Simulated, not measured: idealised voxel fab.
process module | voxel capacitor over wiring
The cross-section on display is named cut; it measures 155 nm wide, and its cells are 5 nm squares.
Bands, listed from the top down, are how a cross-section gets written in this document; the cross-section itself is a grid of square cells, and a band is one or more rows of them.
Per band: top height and bottom height in nm, followed by the left-to-right materials and their widths in nm; "all across" marks a single material spanning edge to edge, "blank" marks empty space.
Heights are reckoned from 0. Under this level, the received wafer is all of one material. The bottommost band is open-ended downward, for example "z 0 and below".
A two-number width, for instance "30..40", indicates that the width is equal to the first number in the top row of the band and to the second number in the bottom row, and that it changes by a constant amount per row of cells.
Basically "no change" means that step didn't change any cell in the cross-section.
If an empty space has no open way to the top and is at least 8 cells in size, "Voids lacking openings" lists it, written width x height at distance, where distance is measured from the left edge and every value is in nm.
Post-settings text on a step line: simulator's own remark regarding the step.
You can add "overlay nm" to a step's line. For a step with a mask, it describes how far the mask lay to the right of its planned position, and a negative number describes a lay to the left.
Process steps - plan:
| 1 | RECEIVE, material Si |
| 2 | CONFORMAL_DEP, material SiO2, thk nm 15 |
| 3 | CONFORMAL_DEP, material SiCN, thk nm 5 |
| 4 | DIRECTIONAL_DEP, material lowk, thk nm 25 |
| 5 | DIRECTIONAL_DEP, material aC, thk nm 10 |
| 6 | PATTERN, tone open, mask id METAL_1, material resist, width nm 20, pitch nm 85, thk nm 30, overlay nm 0 |
| 7 | DIRECTIONAL_ETCH, etch materials aC, depth nm 10 |
| 8 | STRIP, etch materials resist |
| 9 | DIRECTIONAL_ETCH, etch materials lowk, depth nm 25 |
| 10 | DIRECTIONAL_ETCH, etch materials SiCN, depth nm 5 |
| 11 | STRIP, etch materials aC |
| 12 | CONFORMAL_DEP, material TiN, thk nm 5 |
| 13 | FILL_DEP, material Cu, thk nm 5 |
| 14 | CMP, height nm 45 |
| 15 | CONFORMAL_DEP, material SiCN, thk nm 5 |
| 16 | DIRECTIONAL_DEP, material lowk, thk nm 15 |
| 17 | DIRECTIONAL_DEP, material aC, thk nm 10 |
| 18 | PATTERN, tone open, mask id PLUG_1, material resist, width nm 15, thk nm 25, overlay nm 0 |
| 19 | DIRECTIONAL_ETCH, etch materials aC, depth nm 10 |
| 20 | STRIP, etch materials resist |
| 21 | DIRECTIONAL_ETCH, etch materials lowk, depth nm 15 |
| 22 | DIRECTIONAL_ETCH, etch materials SiCN, depth nm 5 |
| 23 | STRIP, etch materials aC |
| 24 | EPI, material Ru, thk nm 10 |
| 25 | EPI, material Ru, thk nm 10 |
| 26 | DIRECTIONAL_DEP, material TiN, thk nm 5 |
| 27 | DIRECTIONAL_DEP, material HfO2, thk nm 5 |
| 28 | DIRECTIONAL_DEP, material TiN, thk nm 10 |
| 29 | MASKED_ETCH, tone cover, mask id UPPER_PLATE, width nm 70, etch materials TiN, depth nm 10, overlay nm 0 |
| 30 | MASKED_ETCH, tone cover, mask id UPPER_PLATE, width nm 60, etch materials HfO2, depth nm 5, overlay nm 0 |
| 31 | PATTERN, tone cover, mask id LOWER_PLATE, material resist, width nm 80, thk nm 15, overlay nm 0 |
| 32 | DIRECTIONAL_ETCH, etch materials TiN, depth nm 5 |
| 33 | STRIP, etch materials resist |
| 34 | FILL_DEP, material SiO2, thk nm 15 |
| 35 | CMP, height nm 95 |
| 36 | DIRECTIONAL_DEP, material aC, thk nm 10 |
| 37 | PATTERN, tone open, mask id PLUG_2, material resist, width nm 15, thk nm 30, overlay nm 0 |
| 38 | DIRECTIONAL_ETCH, etch materials aC, depth nm 10 |
| 39 | STRIP, etch materials resist |
| 40 | DIRECTIONAL_ETCH, etch materials SiO2, depth nm 10 |
| 41 | STRIP, etch materials aC |
| 42 | CONFORMAL_DEP, material TiN, thk nm 5 |
| 43 | FILL_DEP, material W, thk nm 10 |
| 44 | CMP, height nm 95 |
| 45 | CONFORMAL_DEP, material SiCN, thk nm 5 |
Same starting wafers, different width nm at step 30. Plan value belongs to the first wafer.
Cross-section: the first of several wafers in its as-received state, i.e. following step 1:
* z 0 and below = Si all across
* Voids lacking openings: none
Cross-section of the first of several wafers, taken after step 45, where the module ends:
* z 100 to 95 = SiCN all across
* z 95 to 90 = SiO2: 40 / TiN: 5 / W: 5 / TiN: 5 / SiO2: 100
* z 90 to 85 = SiO2: 40 / TiN: 15 / SiO2: 100
* z 85 to 75 = SiO2: 30 / TiN: 70 / SiO2: 55
* z 75 to 70 = SiO2: 30 / HfO2: 70 / SiO2: 55
* z 70 to 65 = SiO2: 25 / TiN: 80 / SiO2: 50
* z 65 to 50 = lowk: 30 / Ru: 15 / lowk: 110
* z 50 to 45 = SiCN: 30 / Ru: 15 / SiCN: 110
* z 45 to 20 = lowk: 25 / TiN: 5 / Cu: 10 / TiN: 5 / lowk: 65 / TiN: 5 / Cu: 10 / TiN: 5 / lowk: 25
* z 20 to 15 = SiCN: 25 / TiN: 20 / SiCN: 65 / TiN: 20 / SiCN: 25
* z 15 to 0 = SiO2 all across
* z 0 and below = Si all across
* Voids lacking openings: none
Of the several wafers, the last: cross-section at the end of the module:
* z 100 to 95 = SiCN all across
* z 95 to 90 = SiO2: 40 / TiN: 5 / W: 5 / TiN: 5 / SiO2: 100
* z 90 to 85 = SiO2: 40 / TiN: 15 / SiO2: 100
* z 85 to 75 = SiO2: 30 / TiN: 70 / SiO2: 55
* z 75 to 70 = SiO2: 25 / HfO2: 85 / SiO2: 45
* z 70 to 65 = SiO2: 25 / TiN: 85 / SiO2: 45
* z 65 to 50 = lowk: 30 / Ru: 15 / lowk: 110
* z 50 to 45 = SiCN: 30 / Ru: 15 / SiCN: 110
* z 45 to 20 = lowk: 25 / TiN: 5 / Cu: 10 / TiN: 5 / lowk: 65 / TiN: 5 / Cu: 10 / TiN: 5 / lowk: 25
* z 20 to 15 = SiCN: 25 / TiN: 20 / SiCN: 65 / TiN: 20 / SiCN: 25
* z 15 to 0 = SiO2 all across
* z 0 and below = Si all across
* Voids lacking openings: none
Rows = wafers. At module end, each row lists per material the cells gained (+) or lost (-) since the wafer was received, then the closed voids:
width nm 60, +20 Cu, +14 HfO2, +12 Ru, +82 SiCN, +215 SiO2, +77 TiN, +1 W, +199 lowk, Voids lacking openings: none
width nm 65, +20 Cu, +14 HfO2, +12 Ru, +82 SiCN, +215 SiO2, +77 TiN, +1 W, +199 lowk, Voids lacking openings: none
width nm 70, +20 Cu, +14 HfO2, +12 Ru, +82 SiCN, +215 SiO2, +77 TiN, +1 W, +199 lowk, Voids lacking openings: none
width nm 75, +20 Cu, +15 HfO2, +12 Ru, +82 SiCN, +214 SiO2, +77 TiN, +1 W, +199 lowk, Voids lacking openings: none
width nm 80, +20 Cu, +16 HfO2, +12 Ru, +82 SiCN, +213 SiO2, +77 TiN, +1 W, +199 lowk, Voids lacking openings: none
width nm 85, +20 Cu, +17 HfO2, +12 Ru, +82 SiCN, +211 SiO2, +78 TiN, +1 W, +199 lowk, Voids lacking openings: none
